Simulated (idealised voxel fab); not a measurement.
process module | voxel wiring stack
cross-section cut | 210 nm wide | cells 5 nm
A cross-section is a grid of square cells, given in bands from the top down. A band is one or more rows of cells.
Each band's line starts with the height of the band's top and of its bottom, in nm. Then come its materials from left to right, each with its width in nm. One material with "throughout" fills the band from edge to edge. "air" is empty space.
Height 0 is the level under which the wafer as received is all one material. The lowest band goes on downwards, as in "0 down".
A width such as "30 to 40" changes by the same amount from each row of cells to the next, from the band's top row to its bottom row.
"no change" after a step means that no cell of the cross-section changed.
closed voids: empty space of 8 cells or more with no open way to the top, each as width x height at its distance from the left edge, in nm
after a step's settings: what the simulator itself notes on the step
overlay nm, on a step with a mask: how far to the right of its planned place the mask lay; to the left if negative
plan
1 op RECEIVE | material Si
2 op CONFORMAL_DEP | material SiO2 | thk nm 15
3 op CONFORMAL_DEP | material SiN | thk nm 5
4 op DIRECTIONAL_DEP | material SiO2 | thk nm 15
5 op PATTERN | tone open | mask id METAL_1 | material resist | width nm 25 | pitch nm 50 | thk nm 20 | overlay nm 0
6 op DIRECTIONAL_ETCH | etch materials SiO2 | depth nm 15
7 op DIRECTIONAL_ETCH | etch materials SiN | depth nm 5
8 op STRIP | etch materials resist
9 op CONFORMAL_DEP | material TiN | thk nm 5
10 op FILL_DEP | material Cu | thk nm 5
11 op CMP | height nm 35
12 op CONFORMAL_DEP | material SiCN | thk nm 5
13 op DIRECTIONAL_DEP | material lowk | thk nm 25
14 op DIRECTIONAL_DEP | material aC | thk nm 10
15 op PATTERN | tone open | mask id METAL_2_HOLES | material resist | width nm 15 | pitch nm 50 | thk nm 25 | overlay nm 0
16 op DIRECTIONAL_ETCH | etch materials aC | depth nm 10
17 op STRIP | etch materials resist
18 op DIRECTIONAL_ETCH | etch materials lowk | depth nm 25
19 op STRIP | etch materials aC
20 op PATTERN | tone open | mask id METAL_2 | material resist | width nm 25 | pitch nm 50 | thk nm 20 | overlay nm 0
21 op DIRECTIONAL_ETCH | etch materials lowk | depth nm 15
22 op DIRECTIONAL_ETCH | etch materials SiCN | depth nm 5
23 op STRIP | etch materials resist
24 op CONFORMAL_DEP | material TiN | thk nm 5
25 op FILL_DEP | material Cu | thk nm 5
26 op CMP | height nm 65
27 op CONFORMAL_DEP | material SiCN | thk nm 5
28 op DIRECTIONAL_DEP | material lowk | thk nm 30
29 op MASKED_ETCH | tone open | mask id METAL_3 | width nm 25 | pitch nm 50 | etch materials lowk | depth nm 15 | overlay nm 0
30 op DIRECTIONAL_DEP | material aC | thk nm 15
31 op PATTERN | tone open | mask id METAL_3_HOLES | material resist | width nm 15 | pitch nm 50 | thk nm 30 | overlay nm 0
32 op DIRECTIONAL_ETCH | etch materials aC | depth nm 15
33 op STRIP | etch materials resist
34 op DIRECTIONAL_ETCH | etch materials lowk | depth nm 15
35 op DIRECTIONAL_ETCH | etch materials SiCN | depth nm 5
36 op STRIP | etch materials aC
37 op CONFORMAL_DEP | material TiN | thk nm 5
38 op FILL_DEP | material Cu | thk nm 10
39 op CMP | height nm 100
40 op CONFORMAL_DEP | material SiN | thk nm 5
as received, after step 1
  0 down: Si throughout
  closed voids: none
first wafer at the end, as planned
  105 to 100: SiN throughout
  100 to 90: lowk 65 | TiN 5 | Cu 15 | TiN 5 | lowk 25 | TiN 5 | Cu 15 | TiN 5 | lowk 70
  90 to 85: lowk 65 | TiN 5 | Cu 5 | TiN 15 | lowk 25 | TiN 5 | Cu 5 | TiN 15 | lowk 70
  85 to 70: lowk 65 | TiN 5 | Cu 5 | TiN 5 | lowk 35 | TiN 5 | Cu 5 | TiN 5 | lowk 80
  70 to 65: SiCN 65 | TiN 15 | SiCN 35 | TiN 15 | SiCN 80
  65 to 55: lowk 65 | TiN 5 | Cu 15 | TiN 5 | lowk 25 | TiN 5 | Cu 15 | TiN 5 | lowk 70
  55 to 50: lowk 65 | TiN 5 | Cu 5 | TiN 15 | lowk 25 | TiN 5 | Cu 5 | TiN 15 | lowk 70
  50 to 40: lowk 65 | TiN 5 | Cu 5 | TiN 5 | lowk 35 | TiN 5 | Cu 5 | TiN 5 | lowk 80
  40 to 35: SiCN 65 | TiN 15 | SiCN 35 | TiN 15 | SiCN 80
  35 to 20: SiO2 65 | TiN 5 | Cu 15 | TiN 5 | SiO2 25 | TiN 5 | Cu 15 | TiN 5 | SiO2 70
  20 to 15: SiN 65 | TiN 25 | SiN 25 | TiN 25 | SiN 70
  15 to 0: SiO2 throughout
  0 down: Si throughout
  closed voids: none
second wafer at the end: like start, like plan, one mistake
  105 to 100: SiN throughout
  100 to 90: lowk 65 | TiN 5 | Cu 15 | TiN 5 | lowk 25 | TiN 5 | Cu 15 | TiN 5 | lowk 70
  90 to 85: lowk 65 | TiN 5 | Cu 5 | TiN 15 | lowk 25 | TiN 5 | Cu 5 | TiN 15 | lowk 70
  85 to 70: lowk 65 | TiN 5 | Cu 5 | TiN 5 | lowk 35 | TiN 5 | Cu 5 | TiN 5 | lowk 80
  70 to 65: SiCN 65 | TiN 15 | SiCN 35 | TiN 15 | SiCN 80
  65 to 60: TiN 70 | Cu 15 | TiN 35 | Cu 15 | TiN 75
  60 to 50: lowk 65 | TiN 5 | Cu 15 | TiN 5 | lowk 25 | TiN 5 | Cu 15 | TiN 5 | lowk 70
  50 to 40: lowk 65 | TiN 5 | Cu 5 | TiN 15 to 5 | lowk 25 to 35 | TiN 5 | Cu 5 | TiN 15 to 5 | lowk 70 to 80
  40 to 35: SiCN 65 | TiN 15 | SiCN 35 | TiN 15 | SiCN 80
  35 to 20: SiO2 65 | TiN 5 | Cu 15 | TiN 5 | SiO2 25 | TiN 5 | Cu 15 | TiN 5 | SiO2 70
  20 to 15: SiN 65 | TiN 25 | SiN 25 | TiN 25 | SiN 70
  15 to 0: SiO2 throughout
  0 down: Si throughout
  closed voids: none
what went wrong: step 13 ran as: op DIRECTIONAL_DEP | material lowk | thk nm 20
at the end the second wafer has, in cells: 4 more of Cu | 32 more of TiN | 36 fewer of lowk
